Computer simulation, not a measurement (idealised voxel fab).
Herein follows the process module entitled voxel air gaps.
It is cross-section cut that appears here, measuring 185 nm in width, its square cells being 5 nm in size.
Bands, listed from the top down, are how a cross-section gets written in this document; the cross-section itself is a grid of square cells, and a band is one or more rows of them. It is stipulated that each band's entry specify, in nanometres, the height of the top of the band and then that of its bottom, followed by the materials of the band in left-to-right sequence, each together with its width in nanometres. A single material marked by the word "throughout" is understood to fill the band from edge to edge; the word "empty" is understood to denote empty space. Heights are reckoned from 0. Under this level, the received wafer is all of one material. The bottommost band is open-ended downward, for example "0 down". You'd read "30 to 40" like this: the band's top row of cells is as wide as the first number, its bottom row is as wide as the second, and going down, every row changes width by the same amount as the row before did. Step marked "changes: none"? Then no cell in the cross-section changed in it. Reported under the label "Closed cavity list" are the empty spaces having no open way to the top and comprising 8 cells or more; the notation for each is width x height at distance, in which the distance is measured from the left edge and all three values are in nm. That trailing text on a step's line, after the settings, is the simulator's own remark on the step. overlay nm: on a step with a mask, how far right of its planned place the mask lay; negative means left.

STEPS PLANNED FOR THE PROCESS
1 RECEIVE | material Si
2 CONFORMAL_DEP | material SiO2 | thk nm 10
3 CONFORMAL_DEP | material SiN | thk nm 5
4 DIRECTIONAL_DEP | material lowk | thk nm 40
5 MASKED_ETCH | tone open | mask id LINES | width nm 20 | pitch nm 50 | etch materials lowk | depth nm 40 | overlay nm 0
6 CONFORMAL_DEP | material TiN | thk nm 5
7 FILL_DEP | material Cu | thk nm 10
8 CMP | height nm 55
9 EPI | material Ru | thk nm 10
10 SELECTIVE_ETCH | etch materials lowk | depth nm 50
11 CONFORMAL_DEP | material SiCN | thk nm 5

SHOWN IN CROSS-SECTION IS THE WAFER AS RECEIVED, THAT IS, AS IT STANDS AFTER STEP 1
0 down | Si throughout
Closed cavity list: none

THE MODULE WAS RUN FROM THE START SHOWN ABOVE USING THE PLAN SHOWN ABOVE, BUT ONE MISTAKE WAS MADE DOING IT; THE RESULTING WAFER CROSS-SECTION IS BELOW
70 to 65 | empty=25; SiCN=150; empty=10
65 to 55 | empty=25; SiCN=5; Ru=40; SiCN=10; Ru=40; SiCN=10; Ru=40; SiCN=5; empty=10
55 to 50 | empty=25; SiCN=15; TiN=5; Cu=10; TiN=5; SiCN=30; TiN=5; Cu=10; TiN=5; SiCN=30; TiN=5; Cu=10; TiN=5; SiCN=15; empty=10
50 to 20 | empty=35; SiCN=5; TiN=5; Cu=10; TiN=5; SiCN=5; empty=20; SiCN=5; TiN=5; Cu=10; TiN=5; SiCN=5; empty=20; SiCN=5; TiN=5; Cu=10; TiN=5; SiCN=5; empty=20
20 to 15 | SiCN=40; TiN=20; SiCN=30; TiN=20; SiCN=30; TiN=20; SiCN=25
15 to 10 | SiN throughout
10 to 0 | SiO2 throughout
0 down | Si throughout
Closed cavity list: 20 x 30 at 65; 20 x 30 at 115
Against the plan, the run slipped here: step 5 changed vs plan, executed as MASKED_ETCH | tone open | mask id LINES | width nm 20 | pitch nm 50 | etch materials lowk | depth nm 40 | overlay nm 10
